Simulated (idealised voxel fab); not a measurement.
The name of this process module is voxel self aligned vias.
The cross-section on display is named cut; it measures 300 nm wide, and its cells are 5 nm squares.
We lay out every cross-section as a grid of square cells and spell it out in bands from the top down, where one band means one or more rows of cells.
Within each band entry, the heights of the top and of the bottom of the band appear first, in that order and in nm; the materials of the band then follow from left to right, each with its corresponding width in nm. The designation "throughout" on a single material indicates that it fills the band from edge to edge; the designation "empty" indicates empty space.
Height is counted from the level 0, under which the received wafer is composed throughout of one material. The lowest of the bands is not closed at the bottom but continues downward, in the notation "0 nm and below".
The expression "30->40" gives the width at the extremes of the band, the first number at its top row of cells and the second at its bottom row, with the width changing by equal amounts from each row to the next in between.
"left unchanged" for a step: no cell of the cross-section changed in that step.
"Sealed void list" contains a list of empty spaces, each no smaller than 8 cells and without an open way to the top, written in the form width x height at distance with the distance from the left edge and all three in nm.
The remark found on a step's line after its settings is issued by the simulator itself and pertains to that step.
The setting "overlay nm" may be written on the line of a step. When the step uses a mask, the value reports how far to the right of the planned place the mask lay, and a negative value reports that it lay to the left.
## The steps planned for the process are as follows
| 1 | RECEIVE | material Si |
| 2 | CONFORMAL_DEP | material SiO2 | thk nm 10 |
| 3 | CONFORMAL_DEP | material SiCN | thk nm 5 |
| 4 | DIRECTIONAL_DEP | material lowk | thk nm 30 |
| 5 | MASKED_ETCH | tone open | mask id LINES | width nm 20 | pitch nm 70 | etch materials lowk | depth nm 30 | overlay nm 0 |
| 6 | CONFORMAL_DEP | material TiN | thk nm 5 |
| 7 | FILL_DEP | material Ru | thk nm 10 |
| 8 | CMP | height nm 45 |
| 9 | SELECTIVE_ETCH | etch materials W Ru TiN | depth nm 10 |
| 10 | FILL_DEP | material SiN | thk nm 5 |
| 11 | CMP | height nm 45 |
| 12 | DIRECTIONAL_DEP | material lowk | thk nm 20 |
| 13 | DIRECTIONAL_DEP | material aC | thk nm 15 |
| 14 | PATTERN | tone open | mask id VIAS | material resist | width nm 40 | pitch nm 140 | thk nm 30 | overlay nm -15 |
| 15 | DIRECTIONAL_ETCH | etch materials aC | depth nm 15 |
| 16 | STRIP | etch materials resist |
| 17 | DIRECTIONAL_ETCH | etch materials lowk | depth nm 20 |
| 18 | DIRECTIONAL_ETCH | etch materials SiN | depth nm 10 |
| 19 | STRIP | etch materials aC |
| 20 | CONFORMAL_DEP | material TiN | thk nm 5 |
| 21 | FILL_DEP | material Cu | thk nm 5 |
| 22 | CMP | height nm 65 |
| 23 | CONFORMAL_DEP | material SiCN | thk nm 5 |
Wafer-to-wafer difference: overlay nm, step 14. Common start. Plan = first wafer's value.
## Cross-section of the first of several received wafers, showing its state after step 1
- 0 nm and below  Si throughout
- Sealed void list: none
## Below: a row per wafer. Contents at end of module: for every material, cells gained since receipt (+) or lost since receipt (-); then closed voids
overlay nm -15; +40 Cu; +18 Ru; +120 SiCN; +12 SiN; +120 SiO2; +66 TiN; +464 lowk; Sealed void list: none
overlay nm -10; +44 Cu; +18 Ru; +120 SiCN; +8 SiN; +120 SiO2; +66 TiN; +464 lowk; Sealed void list: none
overlay nm -5; +44 Cu; +18 Ru; +120 SiCN; +8 SiN; +120 SiO2; +66 TiN; +464 lowk; Sealed void list: none
overlay nm 0; +44 Cu; +18 Ru; +120 SiCN; +8 SiN; +120 SiO2; +66 TiN; +464 lowk; Sealed void list: none
overlay nm 5; +44 Cu; +18 Ru; +120 SiCN; +8 SiN; +120 SiO2; +66 TiN; +464 lowk; Sealed void list: none
overlay nm 10; +44 Cu; +18 Ru; +120 SiCN; +8 SiN; +120 SiO2; +66 TiN; +464 lowk; Sealed void list: none
overlay nm 15; +40 Cu; +18 Ru; +120 SiCN; +12 SiN; +120 SiO2; +66 TiN; +464 lowk; Sealed void list: none
